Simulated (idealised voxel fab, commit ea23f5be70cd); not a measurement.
This section sets out a process module, namely voxel plated lines.
Cross-sectional view cut (width: 260 nm; square cell size: 5 nm).
Each cross-section below is a grid of square cells, stated as bands in top-down order, with one or more rows of cells making up each band.
First you get the band's top height and its bottom height, in nm, and then the materials it's made of, left to right, with each width in nm. If you see a single material with "full width", that one covers the band edge to edge. "empty" is empty space.
Note: height 0 marks the level under which the wafer is uniformly one material as received. Lowest band unbounded below, written "z 0 and below".
A two-number width, for instance "30..40", indicates that the width is equal to the first number in the top row of the band and to the second number in the bottom row, and that it changes by a constant amount per row of cells.
"no change" means the step left every cell of the cross-section as it was.
Enclosed voids (no open way to top), threshold 8 cells or more, entry "Enclosed void catalog", notation width x height at distance, distance from left edge, nm.
Text after the settings on a step's line: the simulator's own remark on that step.
A step's line can hold "overlay nm"; with a mask on that step, the setting says how far right of the planned place the mask lay, while a negative setting says it lay to the left.
# Set out below are the planned steps of the process
1: RECEIVE,material Si
2: CONFORMAL_DEP,material SiO2,thk nm 15
3: DIRECTIONAL_DEP,material TiN,thk nm 5
4: PATTERN,tone open,mask id LINES,material resist,width nm 20,pitch nm 45,thk nm 25,overlay nm 0
5: EPI,material Ru,thk nm 10
6: EPI,material Ru,thk nm 5
7: STRIP,etch materials resist
8: DIRECTIONAL_ETCH,etch materials TiN,depth nm 5
9: CONFORMAL_DEP,material SiCN,thk nm 5
The value of thk nm given for step 9 in the plan refers to the first wafer; the wafers vary in this setting and are alike at the start.
# As-received state after step 1, first of several wafers, cross-section
  z 0 and below  Si full width
  Enclosed void catalog: none
# Wafer cross-section (first of several) - module end, post step 9 (last step)
  z 40 to 35  empty=90, then SiCN=30, then empty=15, then SiCN=30, then empty=95
  z 35 to 20  empty=90, then SiCN=5, then Ru=20, then SiCN=5, then empty=15, then SiCN=5, then Ru=20, then SiCN=5, then empty=95
  z 20 to 15  SiCN=95, then TiN=20, then SiCN=25, then TiN=20, then SiCN=100
  z 15 to 0  SiO2 full width
  z 0 and below  Si full width
  Enclosed void catalog: none
# Cross-sectional view, end of module, last wafer of several
  z 60 to 40  empty=70, then SiCN=115, then empty=75
  z 40 to 35  SiCN full width
  z 35 to 20  SiCN=95, then Ru=20, then SiCN=25, then Ru=20, then SiCN=100
  z 20 to 15  SiCN=95, then TiN=20, then SiCN=25, then TiN=20, then SiCN=100
  z 15 to 0  SiO2 full width
  z 0 and below  Si full width
  Enclosed void catalog: none
# Table: wafers, a row each; end-of-module cell change per material since receipt, gain (+), loss (-); then closed voids
thk nm 5 | +24 Ru | +68 SiCN | +156 SiO2 | +8 TiN | Enclosed void catalog: none
thk nm 10 | +24 Ru | +136 SiCN | +156 SiO2 | +8 TiN | Enclosed void catalog: none
thk nm 15 | +24 Ru | +200 SiCN | +156 SiO2 | +8 TiN | Enclosed void catalog: none
thk nm 20 | +24 Ru | +260 SiCN | +156 SiO2 | +8 TiN | Enclosed void catalog: none
thk nm 25 | +24 Ru | +320 SiCN | +156 SiO2 | +8 TiN | Enclosed void catalog: none
